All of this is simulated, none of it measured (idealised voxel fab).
process module | voxel self aligned vias
cross-section cut | 225 nm wide | cells 5 nm
A cross-section is a grid of square cells, given in bands from the top down. A band is one or more rows of cells.
Each band's line starts with the height of the band's top and of its bottom, in nm. Then come its materials from left to right, each with its width in nm. One material with "throughout" fills the band from edge to edge. "air" is empty space.
Height 0 is the level under which the wafer as received is all one material. The lowest band goes on downwards, as in "0 down".
A width such as "30 to 40" changes by the same amount from each row of cells to the next, from the band's top row to its bottom row.
"no change" after a step means that no cell of the cross-section changed.
closed voids: empty space of 8 cells or more with no open way to the top, each as width x height at its distance from the left edge, in nm
after a step's settings: what the simulator itself notes on the step
overlay nm, on a step with a mask: how far to the right of its planned place the mask lay; to the left if negative
plan
1 op RECEIVE | material Si
2 op CONFORMAL_DEP | material SiO2 | thk nm 15
3 op CONFORMAL_DEP | material SiCN | thk nm 5
4 op DIRECTIONAL_DEP | material lowk | thk nm 20
5 op PATTERN | tone open | mask id LINES | material resist | width nm 20 | pitch nm 65 | thk nm 15 | overlay nm -15
6 op DIRECTIONAL_ETCH | etch materials lowk | depth nm 20
7 op STRIP | etch materials resist
8 op CONFORMAL_DEP | material TiN | thk nm 5
9 op FILL_DEP | material Ru | thk nm 5
10 op CMP | height nm 40
11 op SELECTIVE_ETCH | etch materials W Ru TiN | depth nm 5
12 op FILL_DEP | material SiN | thk nm 10
13 op CMP | height nm 40
14 op DIRECTIONAL_DEP | material lowk | thk nm 15
15 op DIRECTIONAL_DEP | material aC | thk nm 15
16 op PATTERN | tone open | mask id VIAS | material resist | width nm 40 | pitch nm 65 | thk nm 35 | overlay nm 0
17 op DIRECTIONAL_ETCH | etch materials aC | depth nm 15
18 op STRIP | etch materials resist
19 op DIRECTIONAL_ETCH | etch materials lowk | depth nm 15
20 op DIRECTIONAL_ETCH | etch materials SiN | depth nm 5
21 op STRIP | etch materials aC
22 op CONFORMAL_DEP | material TiN | thk nm 5
23 op FILL_DEP | material W | thk nm 5
24 op CMP | height nm 55
25 op CONFORMAL_DEP | material SiCN | thk nm 5
varied across the wafers: overlay nm of step 5. The plan shows the first wafer's value. All wafers start alike
first wafer as received, after step 1
  0 down: Si throughout
  closed voids: none
first wafer at the end, after step 25
  60 to 55: SiCN throughout
  55 to 45: lowk 25 | TiN 5 | W 30 | TiN 5 | lowk 25 | TiN 5 | W 30 | TiN 5 | lowk 25 | TiN 5 | W 30 | TiN 5 | lowk 30
  45 to 40: lowk 25 | TiN 5 | W 5 | TiN 30 | lowk 25 | TiN 5 | W 5 | TiN 30 | lowk 25 | TiN 5 | W 5 | TiN 30 | lowk 30
  40 to 35: lowk 20 | SiN 5 | TiN 15 | lowk 45 | SiN 5 | TiN 15 | lowk 45 | SiN 5 | TiN 15 | lowk 55
  35 to 25: lowk 20 | TiN 5 | Ru 10 | TiN 5 | lowk 45 | TiN 5 | Ru 10 | TiN 5 | lowk 45 | TiN 5 | Ru 10 | TiN 5 | lowk 55
  25 to 20: lowk 20 | TiN 20 | lowk 45 | TiN 20 | lowk 45 | TiN 20 | lowk 55
  20 to 15: SiCN throughout
  15 to 0: SiO2 throughout
  0 down: Si throughout
  closed voids: none
last wafer at the end
  60 to 55: SiCN throughout
  55 to 45: lowk 25 | TiN 5 | W 30 | TiN 5 | lowk 25 | TiN 5 | W 30 | TiN 5 | lowk 25 | TiN 5 | W 30 | TiN 5 | lowk 30
  45 to 40: lowk 25 | TiN 30 | W 5 | TiN 5 | lowk 25 | TiN 30 | W 5 | TiN 5 | lowk 25 | TiN 30 | W 5 | TiN 5 | lowk 30
  40 to 35: lowk 50 | TiN 15 | SiN 5 | lowk 45 | TiN 15 | SiN 5 | lowk 45 | TiN 15 | SiN 5 | lowk 25
  35 to 25: lowk 50 | TiN 5 | Ru 10 | TiN 5 | lowk 45 | TiN 5 | Ru 10 | TiN 5 | lowk 45 | TiN 5 | Ru 10 | TiN 5 | lowk 25
  25 to 20: lowk 50 | TiN 20 | lowk 45 | TiN 20 | lowk 45 | TiN 20 | lowk 25
  20 to 15: SiCN throughout
  15 to 0: SiO2 throughout
  0 down: Si throughout
  closed voids: none
each wafer at the end: cells of each material gained (+) or lost (-) since it was received, then its closed voids
overlay nm -15 | +12 Ru | +90 SiCN | +3 SiN | +135 SiO2 | +66 TiN | +39 W | +195 lowk | closed voids: none
overlay nm -10 | +12 Ru | +90 SiCN | +135 SiO2 | +66 TiN | +42 W | +195 lowk | closed voids: none
overlay nm -5 | +12 Ru | +90 SiCN | +135 SiO2 | +66 TiN | +42 W | +195 lowk | closed voids: none
overlay nm 0 | +12 Ru | +90 SiCN | +135 SiO2 | +66 TiN | +42 W | +195 lowk | closed voids: none
overlay nm 5 | +12 Ru | +90 SiCN | +135 SiO2 | +66 TiN | +42 W | +195 lowk | closed voids: none
overlay nm 10 | +12 Ru | +90 SiCN | +135 SiO2 | +66 TiN | +42 W | +195 lowk | closed voids: none
overlay nm 15 | +12 Ru | +90 SiCN | +3 SiN | +135 SiO2 | +66 TiN | +39 W | +195 lowk | closed voids: none
